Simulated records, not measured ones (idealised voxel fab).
This section sets out a process module, namely voxel lift off.
The figure presents cross-section cut, which has a width of 295 nm and is divided into square cells with an edge length of 5 nm.
Cross-section format: a grid of square cells, given as bands from top to bottom; each band is one or more rows of cells. Band entry format. Leading values: height of top, height of bottom, nm. Remainder: materials in left-to-right order, each with its width in nm. Special words: "throughout" on a single material, which then fills the band edge to edge; "empty", empty space. It should be noted that heights are counted from 0, beneath which the wafer as supplied is of one material throughout, and that the lowest band possesses no lower boundary but continues downward, as written in "0 nm and below". So if you see something like "30 to 40" for the width, read it as the top row of the band sitting at the first number and the bottom row at the second, with every row in between moving by the same amount as the last. Take "no change occurred" at face value: in the step it is given for, the cross-section changed in none of its cells. Look at "Enclosed void inventory" for the closed voids: empty spaces with no open path to the top, sized 8 cells or up. Each is width x height at distance, distance from the left edge, all nm. Step line, after settings: the simulator's comment on this step. overlay nm: how far to the right of its planned place the mask lay on this masked step (negative: to the left).
# Intended process steps
1) RECEIVE [material Si]
2) CONFORMAL_DEP [material SiN] [thk nm 5]
3) PATTERN [tone open] [mask id LINES] [material resist] [width nm 30] [pitch nm 50] [thk nm 20] [overlay nm 0]
4) DIRECTIONAL_DEP [material Ru] [thk nm 10]
5) STRIP [etch materials resist]
6) CONFORMAL_DEP [material SiN] [thk nm 10]
# The first of two wafers, run as planned
# Delivered wafer in cross-section: state after step 1
* 0 nm and below  Si throughout
* Enclosed void inventory: none
# Step 2 complete: cross-section through the wafer
* 5 nm to 0 nm  SiN throughout
* Unchanged below 0.
# Step 3 complete: cross-section through the wafer
* 25 nm to 5 nm  resist 55, empty 30, resist 20, empty 30, resist 20, empty 30, resist 20, empty 30, resist 60
* Unchanged below 5.
# Step 4 complete: cross-section through the wafer
* 35 nm to 25 nm  Ru 55, empty 30, Ru 20, empty 30, Ru 20, empty 30, Ru 20, empty 30, Ru 60
* 25 nm to 15 nm  resist 55, empty 30, resist 20, empty 30, resist 20, empty 30, resist 20, empty 30, resist 60
* 15 nm to 5 nm  resist 55, Ru 30, resist 20, Ru 30, resist 20, Ru 30, resist 20, Ru 30, resist 60
* Unchanged below 5.
# Step 5 complete: cross-section through the wafer
* 15 nm to 5 nm  empty 55, Ru 30, empty 20, Ru 30, empty 20, Ru 30, empty 20, Ru 30, empty 60
* Unchanged below 5.
# Step 6 complete: cross-section through the wafer
* 25 nm to 15 nm  empty 45, SiN 200, empty 50
* 15 nm to 5 nm  SiN 55, Ru 30, SiN 20, Ru 30, SiN 20, Ru 30, SiN 20, Ru 30, SiN 60
* Unchanged below 5.
# The second wafer: identical to the first at the outset and in its planned sequence, differing only in that one mistake was made during processing; up to and including step 2, its path is the first wafer's path
# Cross-section: second wafer, time at which step 3 was scheduled to end
* 25 nm to 5 nm  empty 55, resist 30, empty 20, resist 30, empty 20, resist 30, empty 20, resist 30, empty 60
* Unchanged below 5.
# Cross-section: second wafer, time at which step 4 was scheduled to end
* 35 nm to 25 nm  empty 55, Ru 30, empty 20, Ru 30, empty 20, Ru 30, empty 20, Ru 30, empty 60
* 25 nm to 15 nm  empty 55, resist 30, empty 20, resist 30, empty 20, resist 30, empty 20, resist 30, empty 60
* 15 nm to 5 nm  Ru 55, resist 30, Ru 20, resist 30, Ru 20, resist 30, Ru 20, resist 30, Ru 60
* Unchanged below 5.
# Cross-section: second wafer, time at which step 5 was scheduled to end
* 15 nm to 5 nm  Ru 55, empty 30, Ru 20, empty 30, Ru 20, empty 30, Ru 20, empty 30, Ru 60
* Unchanged below 5.
# Cross-section: second wafer, time at which step 6 was scheduled to end
* 25 nm to 15 nm  SiN 65, empty 10, SiN 40, empty 10, SiN 40, empty 10, SiN 40, empty 10, SiN 70
* 15 nm to 5 nm  Ru 55, SiN 30, Ru 20, SiN 30, Ru 20, SiN 30, Ru 20, SiN 30, Ru 60
* Unchanged below 5.
Where did the run depart from the plan? step 3 off recipe, ran as PATTERN [tone cover] [mask id LINES] [material resist] [width nm 30] [pitch nm 50] [thk nm 20] [overlay nm 0]
The closing comparison, in cells, has the second wafer with more or fewer of some materials than the first: Ru: 22 more
